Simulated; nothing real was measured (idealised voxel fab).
A process module follows: voxel quadruple lines.
The width of the displayed cross-section, cut, is 255 nm; its cells are square, with a size of 5 nm.
Throughout this document, each cross-section is represented as a grid of square cells and is presented as a sequence of bands enumerated from the top downward, where a band comprises one or more rows of cells.
Within each band entry, the heights of the top and of the bottom of the band appear first, in that order and in nm; the materials of the band then follow from left to right, each with its corresponding width in nm. The designation "everywhere" on a single material indicates that it fills the band from edge to edge; the designation "air" indicates empty space.
Below 0: as-received wafer, all one material; heights counted from there. Lowest band: no bottom, goes on down, written "0 -> down".
Think of "30..40" as a width that walks from the first number to the second as you go down the band, top row to bottom row, taking equal-sized steps from row to row.
Step marked "remained unchanged"? Then no cell in the cross-section changed in it.
Closed empty spaces (no open way to the top) of 8 cells or more are what "Closed void register" lists, each as width x height at distance from the left edge, nm for all three.
Post-settings text on a step line: simulator's own remark regarding the step.
"overlay nm", when on a step's line for a step with a mask, measures how far to the right of its planned place the mask lay; a negative measure means to the left.

Below is the list of planned process steps
1: RECEIVE, material Si
2: CONFORMAL_DEP, material Al2O3, thk nm 5
3: DIRECTIONAL_DEP, material W, thk nm 15
4: DIRECTIONAL_DEP, material polySi, thk nm 20
5: DIRECTIONAL_DEP, material aC, thk nm 20
6: PATTERN, tone cover, mask id MANDREL, material resist, width nm 20, pitch nm 60, thk nm 25, overlay nm 0
7: DIRECTIONAL_ETCH, etch materials aC, depth nm 20
8: STRIP, etch materials resist
9: CONFORMAL_DEP, material SiO2, thk nm 10
10: DIRECTIONAL_ETCH, etch materials SiO2, depth nm 10
11: STRIP, etch materials aC
12: DIRECTIONAL_ETCH, etch materials polySi, depth nm 20
13: STRIP, etch materials SiO2
14: CONFORMAL_DEP, material SiN, thk nm 5
15: DIRECTIONAL_ETCH, etch materials SiN, depth nm 5
16: STRIP, etch materials polySi
17: DIRECTIONAL_ETCH, etch materials W, depth nm 15
18: STRIP, etch materials SiN
19: FILL_DEP, material lowk, thk nm 5
20: CMP, height nm 20

Cross-sectional view of the wafer in its as-received condition, corresponding to the state after step 1
* 0 -> down = Si everywhere
* Closed void register: none

First of two wafers, end-of-module section, run followed plan
* 20 -> 5 = 70 nm lowk | 5 nm W | 10 nm lowk | 5 nm W | 10 nm lowk | 5 nm W | 10 nm lowk | 5 nm W | 10 nm lowk | 5 nm W | 10 nm lowk | 5 nm W | 10 nm lowk | 5 nm W | 10 nm lowk | 5 nm W | 75 nm lowk
* 5 -> 0 = Al2O3 everywhere
* 0 -> down = Si everywhere
* Closed void register: none

Wafer two, sectioned after the module: the first wafer's start, the first wafer's plan, and one mistake in how it was run
* 20 -> 15 = lowk everywhere
* 15 -> 5 = 70 nm lowk | 5 nm W | 10 nm lowk | 5 nm W | 10 nm lowk | 5 nm W | 10 nm lowk | 5 nm W | 10 nm lowk | 5 nm W | 10 nm lowk | 5 nm W | 10 nm lowk | 5 nm W | 10 nm lowk | 5 nm W | 75 nm lowk
* 5 -> 0 = Al2O3 everywhere
* 0 -> down = Si everywhere
* Closed void register: none
Diagnosis: note that step 3 departed from the planned setting and was carried out as DIRECTIONAL_DEP, material W, thk nm 10
At the finish, the second wafer shows more or fewer cells for some materials than the first does: W: 8 fewer; lowk: 8 more
